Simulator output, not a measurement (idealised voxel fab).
Module name: voxel released beams (process module)
Section cut is 195 nm wide and gridded with 5 nm square cells.
Format of a cross-section: grid, square cells. Given as bands. Order: top down. Band: one or more rows of cells. Band: top height; bottom height; in nm. Then, left to right: material with width in nm, for each material. "edge to edge": a single material spanning edge to edge. "empty": empty space. Heads up on the height convention: 0 is the point under which the incoming wafer is all one material, and the lowest band has no bottom, it just keeps going down, like "top 0, no bottom". A width given as "30 to 40" starts at the first number in the band's top row and ends at the second number in its bottom row, shifting by an equal amount at every step from row to row. The cross-section has no changed cell in any step marked "all unchanged". The list in "Unvented cavities" covers empty spaces of 8 cells or more that cannot reach the top through any open way, and it gives each as width x height at distance; the distance is from the left edge, and width, height and distance are in nm. Note: text after step settings on the step line = simulator remark on that step. Each step line may optionally specify "overlay nm", which for a step with a mask gives the rightward distance between the mask's planned place and where it lay, a negative value indicating the leftward direction.

List of planned process steps:
1) RECEIVE | material Si
2) CONFORMAL_DEP | material SiN | thk nm 5
3) DIRECTIONAL_DEP | material SiO2 | thk nm 10
4) DIRECTIONAL_DEP | material aC | thk nm 10
5) PATTERN | tone open | mask id ANCHOR | material resist | width nm 40 | thk nm 30 | overlay nm 0
6) DIRECTIONAL_ETCH | etch materials aC | depth nm 10
7) STRIP | etch materials resist
8) DIRECTIONAL_ETCH | etch materials SiO2 | depth nm 10
9) STRIP | etch materials aC
10) CONFORMAL_DEP | material W | thk nm 15
11) MASKED_ETCH | tone cover | mask id BEAM | width nm 110 | etch materials W | depth nm 15 | overlay nm 0
12) STRIP | etch materials SiO2

Cross-section of the wafer as it came to us, i.e., already through step 1:
> top 0, no bottom  Si edge to edge
> Unvented cavities: none

Final wafer profile in cross-section after the module, from the same start and plan as above, with one mistake made during processing:
> top 30, bottom 20  40 nm empty | 60 nm W | 95 nm empty
> top 20, bottom 15  40 nm empty | 110 nm W | 45 nm empty
> top 15, bottom 5  30 nm empty | 15 nm W | 40 nm SiO2 | 65 nm W | 45 nm empty
> top 5, bottom 0  SiN edge to edge
> top 0, no bottom  Si edge to edge
> Unvented cavities: none
Here's what went sideways: step 5 was processed under conditions differing from the plan, specifically as PATTERN | tone cover | mask id ANCHOR | material resist | width nm 40 | thk nm 30 | overlay nm 0
